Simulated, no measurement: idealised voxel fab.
A process module follows: voxel transistor to metal.
This is section cut - it's 275 nm across, gridded in 5 nm square cells.
This document writes a cross-section as a grid whose cells are square, and gives it as bands, listed from the top down; one or more rows of cells form a band.
Each band's line starts with the height of the band's top and of its bottom, in nm. Then come its materials from left to right, each with its width in nm. One material with "edge to edge" fills the band from edge to edge. "air" is empty space.
Heights are reckoned from 0. Under this level, the received wafer is all of one material. The bottommost band is open-ended downward, for example "0 and below".
Graded width ("30..40"): value in top row of band = first number; value in bottom row = second number; row-to-row change constant.
Where the words "no modification" appear for a step, the cross-section shows no cell changed by that step; every cell remained as before.
Listed in "Closed void register": every empty space of 8 or more cells without an open way to the top. Form: width x height at distance, the distance being from the left edge, all in nm.
The remark found on a step's line after its settings is issued by the simulator itself and pertains to that step.
If you see "overlay nm" on a step's line and that step has a mask, it's telling you how far right of where it was planned the mask ended up; a negative number means it went left instead.

## These are the steps we planned for the process
| 1 | RECEIVE [material Si] |
| 2 | CONFORMAL_DEP [material SiO2] [thk nm 5] |
| 3 | CONFORMAL_DEP [material SiN] [thk nm 10] |
| 4 | PATTERN [tone cover] [mask id ACTIVE] [material resist] [width nm 105] [pitch nm 125] [thk nm 15] [overlay nm 0] |
| 5 | DIRECTIONAL_ETCH [etch materials SiN] [depth nm 10] |
| 6 | DIRECTIONAL_ETCH [etch materials SiO2] [depth nm 5] |
| 7 | DIRECTIONAL_ETCH [etch materials Si] [depth nm 25] |
| 8 | STRIP [etch materials resist] |
| 9 | OXIDIZE [depth nm 5] |
| 10 | FILL_DEP [material SiO2] [thk nm 10] |
| 11 | CMP [height nm 15] |
| 12 | SELECTIVE_ETCH [etch materials SiO2] [depth nm 10] |
| 13 | STRIP [etch materials SiN] |
| 14 | SELECTIVE_ETCH [etch materials SiO2] [depth nm 5] |
| 15 | OXIDIZE [depth nm 5] |
| 16 | DIRECTIONAL_DEP [material polySi] [thk nm 30] |
| 17 | DIRECTIONAL_DEP [material SiCN] [thk nm 10] |
| 18 | MASKED_ETCH [tone cover] [mask id GATE] [width nm 25] [pitch nm 125] [etch materials SiCN] [depth nm 20] [overlay nm 0] |
| 19 | MASKED_ETCH [tone cover] [mask id GATE] [width nm 25] [pitch nm 125] [etch materials polySi] [depth nm 40] [overlay nm 0] |
| 20 | CONFORMAL_DEP [material SiO2] [thk nm 5] |
| 21 | DIRECTIONAL_ETCH [etch materials SiO2] [depth nm 5] |
| 22 | CONFORMAL_DEP [material SiN] [thk nm 5] |
| 23 | DIRECTIONAL_ETCH [etch materials SiN] [depth nm 5] |
| 24 | DIRECTIONAL_ETCH [etch materials SiO2] [depth nm 5] |
| 25 | DIRECTIONAL_ETCH [etch materials Si] [depth nm 15] |
| 26 | EPI [material SiGe] [thk nm 20] |
| 27 | FILL_DEP [material SiO2] [thk nm 5] |
| 28 | CMP [height nm 30] |
| 29 | STRIP [etch materials polySi] |
| 30 | SELECTIVE_ETCH [etch materials SiO2] [depth nm 5] |
| 31 | CONFORMAL_DEP [material HfO2] [thk nm 5] |
| 32 | CONFORMAL_DEP [material TiN] [thk nm 5] |
| 33 | FILL_DEP [material W] [thk nm 5] |
| 34 | CMP [height nm 25] |
| 35 | DIRECTIONAL_DEP [material SiO2] [thk nm 10] |
| 36 | PATTERN [tone open] [mask id CONTACT] [material resist] [width nm 20] [thk nm 20] [overlay nm 0] |
| 37 | DIRECTIONAL_ETCH [etch materials SiO2] [depth nm 35] |
| 38 | STRIP [etch materials resist] |
| 39 | CONFORMAL_DEP [material TiN] [thk nm 5] |
| 40 | FILL_DEP [material Ru] [thk nm 10] |
| 41 | CMP [height nm 35] |
| 42 | DIRECTIONAL_DEP [material TiN] [thk nm 5] |
| 43 | DIRECTIONAL_DEP [material Ru] [thk nm 15] |
| 44 | DIRECTIONAL_DEP [material aC] [thk nm 10] |
| 45 | PATTERN [tone cover] [mask id METAL_1] [material resist] [width nm 20] [thk nm 30] [overlay nm 0] |
| 46 | DIRECTIONAL_ETCH [etch materials aC] [depth nm 10] |
| 47 | STRIP [etch materials resist] |
| 48 | DIRECTIONAL_ETCH [etch materials Ru] [depth nm 25] |
| 49 | DIRECTIONAL_ETCH [etch materials TiN] [depth nm 5] |
| 50 | STRIP [etch materials aC] |
| 51 | CONFORMAL_DEP [material SiN] [thk nm 5] |
| 52 | FILL_DEP [material lowk] [thk nm 10] |
| 53 | CMP [height nm 65] |
| 54 | CONFORMAL_DEP [material SiCN] [thk nm 5] |
Variable across wafers: step 43 thk nm (plan value is that of the first wafer; starting state common to all).

## Cross-section of the first of several wafers on receipt, reflecting completion of step 1
* 0 and below = Si edge to edge
* Closed void register: none

## Every row in this table is a wafer at the end of the module, and it gives, for each of the materials, the cells that wafer has gained (+) or lost (-) since it was received, then its closed voids
thk nm 15; +34 HfO2; +72 Ru; -200 Si; +55 SiCN; +132 SiGe; +107 SiN; +273 SiO2; +94 TiN; +24 W; +179 lowk; Closed void register: none
thk nm 20; +34 HfO2; +88 Ru; -200 Si; +55 SiCN; +132 SiGe; +115 SiN; +273 SiO2; +94 TiN; +24 W; +155 lowk; Closed void register: none
thk nm 25; +34 HfO2; +104 Ru; -200 Si; +55 SiCN; +132 SiGe; +99 SiN; +273 SiO2; +94 TiN; +24 W; +155 lowk; Closed void register: none
thk nm 30; +34 HfO2; +143 Ru; -200 Si; +55 SiCN; +132 SiGe; +83 SiN; +273 SiO2; +133 TiN; +24 W; +93 lowk; Closed void register: none
thk nm 35; +34 HfO2; +182 Ru; -200 Si; +55 SiCN; +132 SiGe; +75 SiN; +273 SiO2; +133 TiN; +24 W; +62 lowk; Closed void register: none
thk nm 40; +34 HfO2; +221 Ru; -200 Si; +55 SiCN; +132 SiGe; +67 SiN; +273 SiO2; +133 TiN; +24 W; +31 lowk; Closed void register: none
